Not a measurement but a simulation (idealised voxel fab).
Process module, titled voxel fin reveal
cross-section cut | 260 nm wide | cells 5 nm
Notation: cross-section as square-cell grid; stated in bands, top first, going down; one or more cell rows per band. Heights first: top, then bottom, in nm. Then materials, left to right, each with a width in nm. "edge to edge" on a single material: fills the band edge to edge. "air": empty space. Basically, 0 is our baseline, since under it the wafer straight out of the box is all one material. The bottom band has no lower end and keeps on going down, so it looks like "0 down". So if you see something like "30 to 40" for the width, read it as the top row of the band sitting at the first number and the bottom row at the second, with every row in between moving by the same amount as the last. Step note "remained unchanged" = no cross-section cell changed. Empty spaces counting at least 8 cells and having no open way to the top are listed in "Voids, fully enclosed". The notation width x height at distance is used for each, the distance being from the left edge and all three values in nm. Note: text after step settings on the step line = simulator remark on that step. Steps that use a mask can have "overlay nm" on their line. It says how far the mask sat to the right of where it was meant to be. Negative means to the left.
[So here's the lineup of process steps we planned]
- 1: RECEIVE (material Si)
- 2: CONFORMAL_DEP (material SiN; thk nm 5)
- 3: DIRECTIONAL_DEP (material aC; thk nm 10)
- 4: PATTERN (tone cover; mask id FINS; material resist; width nm 15; pitch nm 35; thk nm 25; overlay nm 0)
- 5: DIRECTIONAL_ETCH (etch materials aC; depth nm 10)
- 6: STRIP (etch materials resist)
- 7: DIRECTIONAL_ETCH (etch materials SiN; depth nm 5)
- 8: DIRECTIONAL_ETCH (etch materials Si; depth nm 35)
- 9: STRIP (etch materials aC)
- 10: FILL_DEP (material SiO2; thk nm 5)
- 11: CMP (height nm 5)
- 12: SELECTIVE_ETCH (etch materials SiO2; depth nm 25)
- 13: STRIP (etch materials SiN)
- 14: CONFORMAL_DEP (material HfO2; thk nm 5)
[Step 1 complete: cross-section of the wafer as received]
> 0 down = Si edge to edge
> Voids, fully enclosed: none
[a wafer at the end: this start, this plan, one mistake]
> 5 to 0 = air 65 | SiN 25 | air 10 | SiN 25 | air 10 | SiN 25 | air 10 | SiN 25 | air 65
> 0 to -15 = air 65 | SiN 5 | Si 15 | SiN 5 | air 10 | SiN 5 | Si 15 | SiN 5 | air 10 | SiN 5 | Si 15 | SiN 5 | air 10 | SiN 5 | Si 15 | SiN 5 | air 65
> -15 to -20 = SiN 70 | Si 15 | SiN 20 | Si 15 | SiN 20 | Si 15 | SiN 20 | Si 15 | SiN 70
> -20 to -35 = SiO2 70 | Si 15 | SiO2 20 | Si 15 | SiO2 20 | Si 15 | SiO2 20 | Si 15 | SiO2 70
> -35 down = Si edge to edge
> Voids, fully enclosed: none
What broke from the plan during processing? planned and actual differ for step 14; actual: CONFORMAL_DEP (material SiN; thk nm 5)
